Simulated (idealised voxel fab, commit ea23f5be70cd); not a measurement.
Module name: voxel transistor to metal (process module)
FYI the section here is cut, 300 nm wide, cells are 5 nm squares.
Heads up, the way a cross-section reads in here is a grid of square cells, handed over as bands from the top down, with every band being one or more rows of cells. Read a band's entry like this: the first values are the height of its top and the height of its bottom in nm, and what follows is the sequence of materials from left to right, each with its width in nm. Note that "empty" is empty space, and that a single material marked "edge to edge" reaches across the band from edge to edge. Zero point of the height axis is 0; under it, received wafer = one material. Lowest band: continues down indefinitely, "z 0 and below". Think of "30..40" as a width that walks from the first number to the second as you go down the band, top row to bottom row, taking equal-sized steps from row to row. "remains unaltered", as given for a step, is the statement that not any cell of the cross-section underwent a change during that step. Empty spaces without an open route to the top, at least 8 cells in extent, make up the entry "Unvented internal voids"; each is given as width x height at distance, where the distance is measured from the left edge, and all are in nm. Post-settings text on a step line: simulator's own remark regarding the step. Each step line may optionally specify "overlay nm", which for a step with a mask gives the rightward distance between the mask's planned place and where it lay, a negative value indicating the leftward direction.
Plan:
1: RECEIVE [material Si]
2: OXIDIZE [depth nm 5]
3: CONFORMAL_DEP [material SiN] [thk nm 15]
4: MASKED_ETCH [tone cover] [mask id ACTIVE] [width nm 105] [pitch nm 125] [etch materials SiN] [depth nm 15] [overlay nm 0]
5: MASKED_ETCH [tone cover] [mask id ACTIVE] [width nm 105] [pitch nm 125] [etch materials SiO2] [depth nm 5] [overlay nm 0]
6: MASKED_ETCH [tone cover] [mask id ACTIVE] [width nm 105] [pitch nm 125] [etch materials Si] [depth nm 35] [overlay nm 0]
7: FILL_DEP [material SiO2] [thk nm 5]
8: CMP [height nm 15]
9: SELECTIVE_ETCH [etch materials SiO2] [depth nm 15]
10: STRIP [etch materials SiN]
11: SELECTIVE_ETCH [etch materials SiO2] [depth nm 5]
12: OXIDIZE [depth nm 5]
13: DIRECTIONAL_DEP [material polySi] [thk nm 20]
14: DIRECTIONAL_DEP [material SiCN] [thk nm 15]
15: MASKED_ETCH [tone cover] [mask id GATE] [width nm 25] [pitch nm 125] [etch materials SiCN] [depth nm 25] [overlay nm 0]
16: MASKED_ETCH [tone cover] [mask id GATE] [width nm 25] [pitch nm 125] [etch materials polySi] [depth nm 30] [overlay nm 0]
17: CONFORMAL_DEP [material SiN] [thk nm 10]
18: DIRECTIONAL_ETCH [etch materials SiN] [depth nm 10]
19: DIRECTIONAL_ETCH [etch materials SiO2] [depth nm 5]
20: DIRECTIONAL_ETCH [etch materials Si] [depth nm 15]
21: EPI [material pSi] [thk nm 20]
22: FILL_DEP [material SiO2] [thk nm 10]
23: CMP [height nm 30]
24: DIRECTIONAL_DEP [material SiO2] [thk nm 15]
25: PATTERN [tone open] [mask id CONTACT] [material resist] [width nm 15] [thk nm 15] [overlay nm 0]
26: DIRECTIONAL_ETCH [etch materials SiO2] [depth nm 35]
27: STRIP [etch materials resist]
28: CONFORMAL_DEP [material TiN] [thk nm 5]
29: FILL_DEP [material Ru] [thk nm 10]
30: CMP [height nm 45]
31: CONFORMAL_DEP [material SiCN] [thk nm 5]
32: DIRECTIONAL_DEP [material lowk] [thk nm 20]
33: DIRECTIONAL_DEP [material aC] [thk nm 10]
34: PATTERN [tone open] [mask id METAL_1] [material resist] [width nm 15] [thk nm 25] [overlay nm 0]
35: DIRECTIONAL_ETCH [etch materials aC] [depth nm 10]
36: STRIP [etch materials resist]
37: DIRECTIONAL_ETCH [etch materials lowk] [depth nm 20]
38: DIRECTIONAL_ETCH [etch materials SiCN] [depth nm 5]
39: STRIP [etch materials aC]
40: CONFORMAL_DEP [material TiN] [thk nm 5]
41: FILL_DEP [material W] [thk nm 10]
42: CMP [height nm 70]
43: CONFORMAL_DEP [material SiN] [thk nm 5]
The following pertains to the first of two wafers, which was processed as planned:
Wafer cross-section on receipt, i.e. after step 1:
  z 0 and below: Si edge to edge
  Unvented internal voids: none
Cross-section: wafer state after step 2:
  z 0 to -5: SiO2 edge to edge
  Below a height of -5, the structure has not been altered.
Cross-section: wafer state after step 3:
  z 15 to 0: SiN edge to edge
  Below a height of 0, the structure has not been altered.
Cross-section: wafer state after step 4:
  z 15 to 0: empty=35, then SiN=105, then empty=20, then SiN=105, then empty=35
  Below a height of 0, the structure has not been altered.
Cross-section: wafer state after step 5:
  z 15 to 0: empty=35, then SiN=105, then empty=20, then SiN=105, then empty=35
  z 0 to -5: empty=35, then SiO2=105, then empty=20, then SiO2=105, then empty=35
  Below a height of -5, the structure has not been altered.
Cross-section: wafer state after step 6:
  z 15 to 0: empty=35, then SiN=105, then empty=20, then SiN=105, then empty=35
  z 0 to -5: empty=35, then SiO2=105, then empty=20, then SiO2=105, then empty=35
  z -5 to -40: empty=35, then Si=105, then empty=20, then Si=105, then empty=35
  Below a height of -40, the structure has not been altered.
Cross-section: wafer state after step 7:
  z 20 to 15: SiO2 edge to edge
  z 15 to 0: SiO2=35, then SiN=105, then SiO2=20, then SiN=105, then SiO2=35
  z 0 to -5: SiO2 edge to edge
  z -5 to -40: SiO2=35, then Si=105, then SiO2=20, then Si=105, then SiO2=35
  Below a height of -40, the structure has not been altered.
Cross-section: wafer state after step 8:
  z 15 to 0: SiO2=35, then SiN=105, then SiO2=20, then SiN=105, then SiO2=35
  Below a height of 0, the structure has not been altered.
Cross-section: wafer state after step 9:
  z 15 to 0: empty=35, then SiN=105, then empty=20, then SiN=105, then empty=35
  Below a height of 0, the structure has not been altered.
Cross-section: wafer state after step 10:
  z 0 to -5: SiO2 edge to edge
  Below a height of -5, the structure has not been altered.
Cross-section: wafer state after step 11:
  z -5 to -40: SiO2=35, then Si=105, then SiO2=20, then Si=105, then SiO2=35
  Below a height of -40, the structure has not been altered.
Cross-section: wafer state after step 12:
  z -5 to -10: SiO2 edge to edge
  Below a height of -10, the structure has not been altered.
Cross-section: wafer state after step 13:
  z 15 to -5: polySi edge to edge
  Below a height of -5, the structure has not been altered.
Cross-section: wafer state after step 14:
  z 30 to 15: SiCN edge to edge
  Below a height of 15, the structure has not been altered.
Cross-section: wafer state after step 15:
  z 30 to 15: empty=75, then SiCN=25, then empty=100, then SiCN=25, then empty=75
  Below a height of 15, the structure has not been altered.
Cross-section: wafer state after step 16:
  z 30 to 15: empty=75, then SiCN=25, then empty=100, then SiCN=25, then empty=75
  z 15 to -5: empty=75, then polySi=25, then empty=100, then polySi=25, then empty=75
  Below a height of -5, the structure has not been altered.
Cross-section: wafer state after step 17:
  z 40 to 30: empty=65, then SiN=45, then empty=80, then SiN=45, then empty=65
  z 30 to 15: empty=65, then SiN=10, then SiCN=25, then SiN=10, then empty=80, then SiN=10, then SiCN=25, then SiN=10, then empty=65
  z 15 to 5: empty=65, then SiN=10, then polySi=25, then SiN=10, then empty=80, then SiN=10, then polySi=25, then SiN=10, then empty=65
  z 5 to -5: SiN=75, then polySi=25, then SiN=100, then polySi=25, then SiN=75
  Below a height of -5, the structure has not been altered.
Cross-section: wafer state after step 18:
  z 30 to 15: empty=65, then SiN=10, then SiCN=25, then SiN=10, then empty=80, then SiN=10, then SiCN=25, then SiN=10, then empty=65
  z 15 to -5: empty=65, then SiN=10, then polySi=25, then SiN=10, then empty=80, then SiN=10, then polySi=25, then SiN=10, then empty=65
  Below a height of -5, the structure has not been altered.
Cross-section: wafer state after step 19:
  z 30 to 15: empty=65, then SiN=10, then SiCN=25, then SiN=10, then empty=80, then SiN=10, then SiCN=25, then SiN=10, then empty=65
  z 15 to -5: empty=65, then SiN=10, then polySi=25, then SiN=10, then empty=80, then SiN=10, then polySi=25, then SiN=10, then empty=65
  z -5 to -10: empty=65, then SiO2=45, then empty=80, then SiO2=45, then empty=65
  Below a height of -10, the structure has not been altered.
Cross-section: wafer state after step 20:
  z 30 to 15: empty=65, then SiN=10, then SiCN=25, then SiN=10, then empty=80, then SiN=10, then SiCN=25, then SiN=10, then empty=65
  z 15 to -5: empty=65, then SiN=10, then polySi=25, then SiN=10, then empty=80, then SiN=10, then polySi=25, then SiN=10, then empty=65
  z -5 to -10: empty=65, then SiO2=45, then empty=80, then SiO2=45, then empty=65
  z -10 to -25: SiO2=35, then empty=30, then Si=45, then empty=30, then SiO2=20, then empty=30, then Si=45, then empty=30, then SiO2=35
  Below a height of -25, the structure has not been altered.
Cross-section: wafer state after step 21:
  z 30 to 15: empty=65, then SiN=10, then SiCN=25, then SiN=10, then empty=80, then SiN=10, then SiCN=25, then SiN=10, then empty=65
  z 15 to 10: empty=65, then SiN=10, then polySi=25, then SiN=10, then empty=80, then SiN=10, then polySi=25, then SiN=10, then empty=65
  z 10 to -5: empty=45, then pSi=20, then SiN=10, then polySi=25, then SiN=10, then pSi=20, then empty=40, then pSi=20, then SiN=10, then polySi=25, then SiN=10, then pSi=20, then empty=45
  z -5 to -10: empty=30, then pSi=35, then SiO2=45, then pSi=35, then empty=10, then pSi=35, then SiO2=45, then pSi=35, then empty=30
  z -10 to -25: SiO2=35, then pSi=30, then Si=45, then pSi=30, then SiO2=20, then pSi=30, then Si=45, then pSi=30, then SiO2=35
  Below a height of -25, the structure has not been altered.
Cross-section: wafer state after step 22:
  z 40 to 30: SiO2 edge to edge
  z 30 to 15: SiO2=65, then SiN=10, then SiCN=25, then SiN=10, then SiO2=80, then SiN=10, then SiCN=25, then SiN=10, then SiO2=65
  z 15 to 10: SiO2=65, then SiN=10, then polySi=25, then SiN=10, then SiO2=80, then SiN=10, then polySi=25, then SiN=10, then SiO2=65
  z 10 to -5: SiO2=45, then pSi=20, then SiN=10, then polySi=25, then SiN=10, then pSi=20, then SiO2=40, then pSi=20, then SiN=10, then polySi=25, then SiN=10, then pSi=20, then SiO2=45
  z -5 to -10: SiO2=30, then pSi=35, then SiO2=45, then pSi=35, then SiO2=10, then pSi=35, then SiO2=45, then pSi=35, then SiO2=30
  Below a height of -10, the structure has not been altered.
Cross-section: wafer state after step 23:
  z 30 to 15: SiO2=65, then SiN=10, then SiCN=25, then SiN=10, then SiO2=80, then SiN=10, then SiCN=25, then SiN=10, then SiO2=65
  Below a height of 15, the structure has not been altered.
Cross-section: wafer state after step 24:
  z 45 to 30: SiO2 edge to edge
  Below a height of 30, the structure has not been altered.
Cross-section: wafer state after step 25:
  z 60 to 45: resist=45, then empty=15, then resist=55, then empty=15, then resist=40, then empty=15, then resist=55, then empty=15, then resist=45
  Below a height of 45, the structure has not been altered.
Cross-section: wafer state after step 26:
  z 60 to 45: resist=45, then empty=15, then resist=55, then empty=15, then resist=40, then empty=15, then resist=55, then empty=15, then resist=45
  z 45 to 30: SiO2=45, then empty=15, then SiO2=55, then empty=15, then SiO2=40, then empty=15, then SiO2=55, then empty=15, then SiO2=45
  z 30 to 15: SiO2=45, then empty=15, then SiO2=5, then SiN=10, then SiCN=25, then SiN=10, then SiO2=5, then empty=15, then SiO2=40, then empty=15, then SiO2=5, then SiN=10, then SiCN=25, then SiN=10, then SiO2=5, then empty=15, then SiO2=45
  z 15 to 10: SiO2=45, then empty=15, then SiO2=5, then SiN=10, then polySi=25, then SiN=10, then SiO2=5, then empty=15, then SiO2=40, then empty=15, then SiO2=5, then SiN=10, then polySi=25, then SiN=10, then SiO2=5, then empty=15, then SiO2=45
  Below a height of 10, the structure has not been altered.
Cross-section: wafer state after step 27:
  z 45 to 30: SiO2=45, then empty=15, then SiO2=55, then empty=15, then SiO2=40, then empty=15, then SiO2=55, then empty=15, then SiO2=45
  Below a height of 30, the structure has not been altered.
Cross-section: wafer state after step 28:
  z 50 to 45: TiN=50, then empty=5, then TiN=65, then empty=5, then TiN=50, then empty=5, then TiN=65, then empty=5, then TiN=50
  z 45 to 30: SiO2=45, then TiN=5, then empty=5, then TiN=5, then SiO2=55, then TiN=5, then empty=5, then TiN=5, then SiO2=40, then TiN=5, then empty=5, then TiN=5, then SiO2=55, then TiN=5, then empty=5, then TiN=5, then SiO2=45
  z 30 to 15: SiO2=45, then TiN=5, then empty=5, then TiN=5, then SiO2=5, then SiN=10, then SiCN=25, then SiN=10, then SiO2=5, then TiN=5, then empty=5, then TiN=5, then SiO2=40, then TiN=5, then empty=5, then TiN=5, then SiO2=5, then SiN=10, then SiCN=25, then SiN=10, then SiO2=5, then TiN=5, then empty=5, then TiN=5, then SiO2=45
  z 15 to 10: SiO2=45, then TiN=15, then SiO2=5, then SiN=10, then polySi=25, then SiN=10, then SiO2=5, then TiN=15, then SiO2=40, then TiN=15, then SiO2=5, then SiN=10, then polySi=25, then SiN=10, then SiO2=5, then TiN=15, then SiO2=45
  Below a height of 10, the structure has not been altered.
Cross-section: wafer state after step 29:
  z 60 to 50: Ru edge to edge
  z 50 to 45: TiN=50, then Ru=5, then TiN=65, then Ru=5, then TiN=50, then Ru=5, then TiN=65, then Ru=5, then TiN=50
  z 45 to 30: SiO2=45, then TiN=5, then Ru=5, then TiN=5, then SiO2=55, then TiN=5, then Ru=5, then TiN=5, then SiO2=40, then TiN=5, then Ru=5, then TiN=5, then SiO2=55, then TiN=5, then Ru=5, then TiN=5, then SiO2=45
  z 30 to 15: SiO2=45, then TiN=5, then Ru=5, then TiN=5, then SiO2=5, then SiN=10, then SiCN=25, then SiN=10, then SiO2=5, then TiN=5, then Ru=5, then TiN=5, then SiO2=40, then TiN=5, then Ru=5, then TiN=5, then SiO2=5, then SiN=10, then SiCN=25, then SiN=10, then SiO2=5, then TiN=5, then Ru=5, then TiN=5, then SiO2=45
  Below a height of 15, the structure has not been altered.
Cross-section: wafer state after step 30:
  z 45 to 30: SiO2=45, then TiN=5, then Ru=5, then TiN=5, then SiO2=55, then TiN=5, then Ru=5, then TiN=5, then SiO2=40, then TiN=5, then Ru=5, then TiN=5, then SiO2=55, then TiN=5, then Ru=5, then TiN=5, then SiO2=45
  Below a height of 30, the structure has not been altered.
Cross-section: wafer state after step 31:
  z 50 to 45: SiCN edge to edge
  Below a height of 45, the structure has not been altered.
Cross-section: wafer state after step 32:
  z 70 to 50: lowk edge to edge
  Below a height of 50, the structure has not been altered.
Cross-section: wafer state after step 33:
  z 80 to 70: aC edge to edge
  Below a height of 70, the structure has not been altered.
Cross-section: wafer state after step 34:
  z 105 to 80: resist=45, then empty=15, then resist=55, then empty=15, then resist=40, then empty=15, then resist=55, then empty=15, then resist=45
  Below a height of 80, the structure has not been altered.
Cross-section: wafer state after step 35:
  z 95 to 80: resist=45, then empty=15, then resist=55, then empty=15, then resist=40, then empty=15, then resist=55, then empty=15, then resist=45
  z 80 to 70: aC=45, then empty=15, then aC=55, then empty=15, then aC=40, then empty=15, then aC=55, then empty=15, then aC=45
  Below a height of 70, the structure has not been altered.
Cross-section: wafer state after step 36:
  z 80 to 70: aC=45, then empty=15, then aC=55, then empty=15, then aC=40, then empty=15, then aC=55, then empty=15, then aC=45
  Below a height of 70, the structure has not been altered.
Cross-section: wafer state after step 37:
  z 80 to 70: aC=45, then empty=15, then aC=55, then empty=15, then aC=40, then empty=15, then aC=55, then empty=15, then aC=45
  z 70 to 50: lowk=45, then empty=15, then lowk=55, then empty=15, then lowk=40, then empty=15, then lowk=55, then empty=15, then lowk=45
  Below a height of 50, the structure has not been altered.
Cross-section: wafer state after step 38:
  z 80 to 70: aC=45, then empty=15, then aC=55, then empty=15, then aC=40, then empty=15, then aC=55, then empty=15, then aC=45
  z 70 to 50: lowk=45, then empty=15, then lowk=55, then empty=15, then lowk=40, then empty=15, then lowk=55, then empty=15, then lowk=45
  z 50 to 45: SiCN=45, then empty=15, then SiCN=55, then empty=15, then SiCN=40, then empty=15, then SiCN=55, then empty=15, then SiCN=45
  Below a height of 45, the structure has not been altered.
Cross-section: wafer state after step 39:
  z 70 to 50: lowk=45, then empty=15, then lowk=55, then empty=15, then lowk=40, then empty=15, then lowk=55, then empty=15, then lowk=45
  Below a height of 50, the structure has not been altered.
Cross-section: wafer state after step 40:
  z 75 to 70: TiN=50, then empty=5, then TiN=65, then empty=5, then TiN=50, then empty=5, then TiN=65, then empty=5, then TiN=50
  z 70 to 50: lowk=45, then TiN=5, then empty=5, then TiN=5, then lowk=55, then TiN=5, then empty=5, then TiN=5, then lowk=40, then TiN=5, then empty=5, then TiN=5, then lowk=55, then TiN=5, then empty=5, then TiN=5, then lowk=45
  z 50 to 45: SiCN=45, then TiN=15, then SiCN=55, then TiN=15, then SiCN=40, then TiN=15, then SiCN=55, then TiN=15, then SiCN=45
  Below a height of 45, the structure has not been altered.
Cross-section: wafer state after step 41:
  z 85 to 75: W edge to edge
  z 75 to 70: TiN=50, then W=5, then TiN=65, then W=5, then TiN=50, then W=5, then TiN=65, then W=5, then TiN=50
  z 70 to 50: lowk=45, then TiN=5, then W=5, then TiN=5, then lowk=55, then TiN=5, then W=5, then TiN=5, then lowk=40, then TiN=5, then W=5, then TiN=5, then lowk=55, then TiN=5, then W=5, then TiN=5, then lowk=45
  Below a height of 50, the structure has not been altered.
Cross-section: wafer state after step 42:
  z 70 to 50: lowk=45, then TiN=5, then W=5, then TiN=5, then lowk=55, then TiN=5, then W=5, then TiN=5, then lowk=40, then TiN=5, then W=5, then TiN=5, then lowk=55, then TiN=5, then W=5, then TiN=5, then lowk=45
  Below a height of 50, the structure has not been altered.
Cross-section: wafer state after step 43:
  z 75 to 70: SiN edge to edge
  Below a height of 70, the structure has not been altered.
Second wafer, same starting state and plan as the first, one mistake in the run, identical through step 14:
Second wafer cross-section, taken as of the time the plan sets for step 15 to be done:
  z 30 to 15: empty=80, then SiCN=25, then empty=100, then SiCN=25, then empty=70
  Below a height of 15, the structure has not been altered.
Second wafer cross-section, taken as of the time the plan sets for step 16 to be done:
  z 30 to 15: empty=80, then SiCN=25, then empty=100, then SiCN=25, then empty=70
  z 15 to -5: empty=75, then polySi=30, then empty=95, then polySi=30, then empty=70
  Below a height of -5, the structure has not been altered.
Second wafer cross-section, taken as of the time the plan sets for step 17 to be done:
  z 40 to 30: empty=70, then SiN=45, then empty=80, then SiN=45, then empty=60
  z 30 to 25: empty=70, then SiN=10, then SiCN=25, then SiN=10, then empty=80, then SiN=10, then SiCN=25, then SiN=10, then empty=60
  z 25 to 15: empty=65, then SiN=15, then SiCN=25, then SiN=10, then empty=75, then SiN=15, then SiCN=25, then SiN=10, then empty=60
  z 15 to 5: empty=65, then SiN=10, then polySi=30, then SiN=10, then empty=75, then SiN=10, then polySi=30, then SiN=10, then empty=60
  z 5 to -5: SiN=75, then polySi=30, then SiN=95, then polySi=30, then SiN=70
  Below a height of -5, the structure has not been altered.
Second wafer cross-section, taken as of the time the plan sets for step 18 to be done:
  z 30 to 15: empty=70, then SiN=10, then SiCN=25, then SiN=10, then empty=80, then SiN=10, then SiCN=25, then SiN=10, then empty=60
  z 15 to -5: empty=65, then SiN=10, then polySi=30, then SiN=10, then empty=75, then SiN=10, then polySi=30, then SiN=10, then empty=60
  Below a height of -5, the structure has not been altered.
Second wafer cross-section, taken as of the time the plan sets for step 19 to be done:
  z 30 to 15: empty=70, then SiN=10, then SiCN=25, then SiN=10, then empty=80, then SiN=10, then SiCN=25, then SiN=10, then empty=60
  z 15 to -5: empty=65, then SiN=10, then polySi=30, then SiN=10, then empty=75, then SiN=10, then polySi=30, then SiN=10, then empty=60
  z -5 to -10: empty=65, then SiO2=50, then empty=75, then SiO2=50, then empty=60
  Below a height of -10, the structure has not been altered.
Second wafer cross-section, taken as of the time the plan sets for step 20 to be done:
  z 30 to 15: empty=70, then SiN=10, then SiCN=25, then SiN=10, then empty=80, then SiN=10, then SiCN=25, then SiN=10, then empty=60
  z 15 to -5: empty=65, then SiN=10, then polySi=30, then SiN=10, then empty=75, then SiN=10, then polySi=30, then SiN=10, then empty=60
  z -5 to -10: empty=65, then SiO2=50, then empty=75, then SiO2=50, then empty=60
  z -10 to -25: SiO2=35, then empty=30, then Si=50, then empty=25, then SiO2=20, then empty=30, then Si=50, then empty=25, then SiO2=35
  Below a height of -25, the structure has not been altered.
Second wafer cross-section, taken as of the time the plan sets for step 21 to be done:
  z 30 to 15: empty=70, then SiN=10, then SiCN=25, then SiN=10, then empty=80, then SiN=10, then SiCN=25, then SiN=10, then empty=60
  z 15 to 10: empty=65, then SiN=10, then polySi=30, then SiN=10, then empty=75, then SiN=10, then polySi=30, then SiN=10, then empty=60
  z 10 to -5: empty=45, then pSi=20, then SiN=10, then polySi=30, then SiN=10, then pSi=20, then empty=35, then pSi=20, then SiN=10, then polySi=30, then SiN=10, then pSi=20, then empty=40
  z -5 to -10: empty=30, then pSi=35, then SiO2=50, then pSi=30, then empty=10, then pSi=35, then SiO2=50, then pSi=30, then empty=30
  z -10 to -25: SiO2=35, then pSi=30, then Si=50, then pSi=25, then SiO2=20, then pSi=30, then Si=50, then pSi=25, then SiO2=35
  Below a height of -25, the structure has not been altered.
Second wafer cross-section, taken as of the time the plan sets for step 22 to be done:
  z 40 to 30: SiO2 edge to edge
  z 30 to 15: SiO2=70, then SiN=10, then SiCN=25, then SiN=10, then SiO2=80, then SiN=10, then SiCN=25, then SiN=10, then SiO2=60
  z 15 to 10: SiO2=65, then SiN=10, then polySi=30, then SiN=10, then SiO2=75, then SiN=10, then polySi=30, then SiN=10, then SiO2=60
  z 10 to -5: SiO2=45, then pSi=20, then SiN=10, then polySi=30, then SiN=10, then pSi=20, then SiO2=35, then pSi=20, then SiN=10, then polySi=30, then SiN=10, then pSi=20, then SiO2=40
  z -5 to -10: SiO2=30, then pSi=35, then SiO2=50, then pSi=30, then SiO2=10, then pSi=35, then SiO2=50, then pSi=30, then SiO2=30
  Below a height of -10, the structure has not been altered.
Second wafer cross-section, taken as of the time the plan sets for step 23 to be done:
  z 30 to 15: SiO2=70, then SiN=10, then SiCN=25, then SiN=10, then SiO2=80, then SiN=10, then SiCN=25, then SiN=10, then SiO2=60
  Below a height of 15, the structure has not been altered.
Second wafer cross-section, taken as of the time the plan sets for step 24 to be done:
  z 45 to 30: SiO2 edge to edge
  Below a height of 30, the structure has not been altered.
Second wafer cross-section, taken as of the time the plan sets for step 25 to be done:
  z 60 to 45: resist=45, then empty=15, then resist=55, then empty=15, then resist=40, then empty=15, then resist=55, then empty=15, then resist=45
  Below a height of 45, the structure has not been altered.
Second wafer cross-section, taken as of the time the plan sets for step 26 to be done:
  z 60 to 45: resist=45, then empty=15, then resist=55, then empty=15, then resist=40, then empty=15, then resist=55, then empty=15, then resist=45
  z 45 to 30: SiO2=45, then empty=15, then SiO2=55, then empty=15, then SiO2=40, then empty=15, then SiO2=55, then empty=15, then SiO2=45
  z 30 to 15: SiO2=45, then empty=15, then SiO2=10, then SiN=10, then SiCN=25, then SiN=10, then empty=15, then SiO2=40, then empty=15, then SiO2=10, then SiN=10, then SiCN=25, then SiN=10, then empty=15, then SiO2=45
  z 15 to 10: SiO2=45, then empty=15, then SiO2=5, then SiN=10, then polySi=30, then SiN=10, then empty=15, then SiO2=40, then empty=15, then SiO2=5, then SiN=10, then polySi=30, then SiN=10, then empty=15, then SiO2=45
  Below a height of 10, the structure has not been altered.
Second wafer cross-section, taken as of the time the plan sets for step 27 to be done:
  z 45 to 30: SiO2=45, then empty=15, then SiO2=55, then empty=15, then SiO2=40, then empty=15, then SiO2=55, then empty=15, then SiO2=45
  Below a height of 30, the structure has not been altered.
Second wafer cross-section, taken as of the time the plan sets for step 28 to be done:
  z 50 to 45: TiN=50, then empty=5, then TiN=65, then empty=5, then TiN=50, then empty=5, then TiN=65, then empty=5, then TiN=50
  z 45 to 30: SiO2=45, then TiN=5, then empty=5, then TiN=5, then SiO2=55, then TiN=5, then empty=5, then TiN=5, then SiO2=40, then TiN=5, then empty=5, then TiN=5, then SiO2=55, then TiN=5, then empty=5, then TiN=5, then SiO2=45
  z 30 to 15: SiO2=45, then TiN=5, then empty=5, then TiN=5, then SiO2=10, then SiN=10, then SiCN=25, then SiN=10, then TiN=5, then empty=5, then TiN=5, then SiO2=40, then TiN=5, then empty=5, then TiN=5, then SiO2=10, then SiN=10, then SiCN=25, then SiN=10, then TiN=5, then empty=5, then TiN=5, then SiO2=45
  z 15 to 10: SiO2=45, then TiN=15, then SiO2=5, then SiN=10, then polySi=30, then SiN=10, then TiN=15, then SiO2=40, then TiN=15, then SiO2=5, then SiN=10, then polySi=30, then SiN=10, then TiN=15, then SiO2=45
  Below a height of 10, the structure has not been altered.
Second wafer cross-section, taken as of the time the plan sets for step 29 to be done:
  z 60 to 50: Ru edge to edge
  z 50 to 45: TiN=50, then Ru=5, then TiN=65, then Ru=5, then TiN=50, then Ru=5, then TiN=65, then Ru=5, then TiN=50
  z 45 to 30: SiO2=45, then TiN=5, then Ru=5, then TiN=5, then SiO2=55, then TiN=5, then Ru=5, then TiN=5, then SiO2=40, then TiN=5, then Ru=5, then TiN=5, then SiO2=55, then TiN=5, then Ru=5, then TiN=5, then SiO2=45
  z 30 to 15: SiO2=45, then TiN=5, then Ru=5, then TiN=5, then SiO2=10, then SiN=10, then SiCN=25, then SiN=10, then TiN=5, then Ru=5, then TiN=5, then SiO2=40, then TiN=5, then Ru=5, then TiN=5, then SiO2=10, then SiN=10, then SiCN=25, then SiN=10, then TiN=5, then Ru=5, then TiN=5, then SiO2=45
  Below a height of 15, the structure has not been altered.
Second wafer cross-section, taken as of the time the plan sets for step 30 to be done:
  z 45 to 30: SiO2=45, then TiN=5, then Ru=5, then TiN=5, then SiO2=55, then TiN=5, then Ru=5, then TiN=5, then SiO2=40, then TiN=5, then Ru=5, then TiN=5, then SiO2=55, then TiN=5, then Ru=5, then TiN=5, then SiO2=45
  Below a height of 30, the structure has not been altered.
Second wafer cross-section, taken as of the time the plan sets for step 31 to be done:
  z 50 to 45: SiCN edge to edge
  Below a height of 45, the structure has not been altered.
Second wafer cross-section, taken as of the time the plan sets for step 32 to be done:
  z 70 to 50: lowk edge to edge
  Below a height of 50, the structure has not been altered.
Second wafer cross-section, taken as of the time the plan sets for step 33 to be done:
  z 80 to 70: aC edge to edge
  Below a height of 70, the structure has not been altered.
Second wafer cross-section, taken as of the time the plan sets for step 34 to be done:
  z 105 to 80: resist=45, then empty=15, then resist=55, then empty=15, then resist=40, then empty=15, then resist=55, then empty=15, then resist=45
  Below a height of 80, the structure has not been altered.
Second wafer cross-section, taken as of the time the plan sets for step 35 to be done:
  z 95 to 80: resist=45, then empty=15, then resist=55, then empty=15, then resist=40, then empty=15, then resist=55, then empty=15, then resist=45
  z 80 to 70: aC=45, then empty=15, then aC=55, then empty=15, then aC=40, then empty=15, then aC=55, then empty=15, then aC=45
  Below a height of 70, the structure has not been altered.
Second wafer cross-section, taken as of the time the plan sets for step 36 to be done:
  z 80 to 70: aC=45, then empty=15, then aC=55, then empty=15, then aC=40, then empty=15, then aC=55, then empty=15, then aC=45
  Below a height of 70, the structure has not been altered.
Second wafer cross-section, taken as of the time the plan sets for step 37 to be done:
  z 80 to 70: aC=45, then empty=15, then aC=55, then empty=15, then aC=40, then empty=15, then aC=55, then empty=15, then aC=45
  z 70 to 50: lowk=45, then empty=15, then lowk=55, then empty=15, then lowk=40, then empty=15, then lowk=55, then empty=15, then lowk=45
  Below a height of 50, the structure has not been altered.
Second wafer cross-section, taken as of the time the plan sets for step 38 to be done:
  z 80 to 70: aC=45, then empty=15, then aC=55, then empty=15, then aC=40, then empty=15, then aC=55, then empty=15, then aC=45
  z 70 to 50: lowk=45, then empty=15, then lowk=55, then empty=15, then lowk=40, then empty=15, then lowk=55, then empty=15, then lowk=45
  z 50 to 45: SiCN=45, then empty=15, then SiCN=55, then empty=15, then SiCN=40, then empty=15, then SiCN=55, then empty=15, then SiCN=45
  Below a height of 45, the structure has not been altered.
Second wafer cross-section, taken as of the time the plan sets for step 39 to be done:
  z 70 to 50: lowk=45, then empty=15, then lowk=55, then empty=15, then lowk=40, then empty=15, then lowk=55, then empty=15, then lowk=45
  Below a height of 50, the structure has not been altered.
Second wafer cross-section, taken as of the time the plan sets for step 40 to be done:
  z 75 to 70: TiN=50, then empty=5, then TiN=65, then empty=5, then TiN=50, then empty=5, then TiN=65, then empty=5, then TiN=50
  z 70 to 50: lowk=45, then TiN=5, then empty=5, then TiN=5, then lowk=55, then TiN=5, then empty=5, then TiN=5, then lowk=40, then TiN=5, then empty=5, then TiN=5, then lowk=55, then TiN=5, then empty=5, then TiN=5, then lowk=45
  z 50 to 45: SiCN=45, then TiN=15, then SiCN=55, then TiN=15, then SiCN=40, then TiN=15, then SiCN=55, then TiN=15, then SiCN=45
  Below a height of 45, the structure has not been altered.
Second wafer cross-section, taken as of the time the plan sets for step 41 to be done:
  z 85 to 75: W edge to edge
  z 75 to 70: TiN=50, then W=5, then TiN=65, then W=5, then TiN=50, then W=5, then TiN=65, then W=5, then TiN=50
  z 70 to 50: lowk=45, then TiN=5, then W=5, then TiN=5, then lowk=55, then TiN=5, then W=5, then TiN=5, then lowk=40, then TiN=5, then W=5, then TiN=5, then lowk=55, then TiN=5, then W=5, then TiN=5, then lowk=45
  Below a height of 50, the structure has not been altered.
Second wafer cross-section, taken as of the time the plan sets for step 42 to be done:
  z 70 to 50: lowk=45, then TiN=5, then W=5, then TiN=5, then lowk=55, then TiN=5, then W=5, then TiN=5, then lowk=40, then TiN=5, then W=5, then TiN=5, then lowk=55, then TiN=5, then W=5, then TiN=5, then lowk=45
  Below a height of 50, the structure has not been altered.
Second wafer cross-section, taken as of the time the plan sets for step 43 to be done:
  z 75 to 70: SiN edge to edge
  Below a height of 70, the structure has not been altered.
Deviation from plan: heads up, step 15 didn't go per plan, it actually ran as MASKED_ETCH [tone cover] [mask id GATE] [width nm 25] [pitch nm 125] [etch materials SiCN] [depth nm 25] [overlay nm 5]
Bottom line after processing is that, in cells, the second wafer is up or down on some materials versus the first: Si: 6 more; SiO2: 6 fewer; pSi: 8 fewer; polySi: 8 more
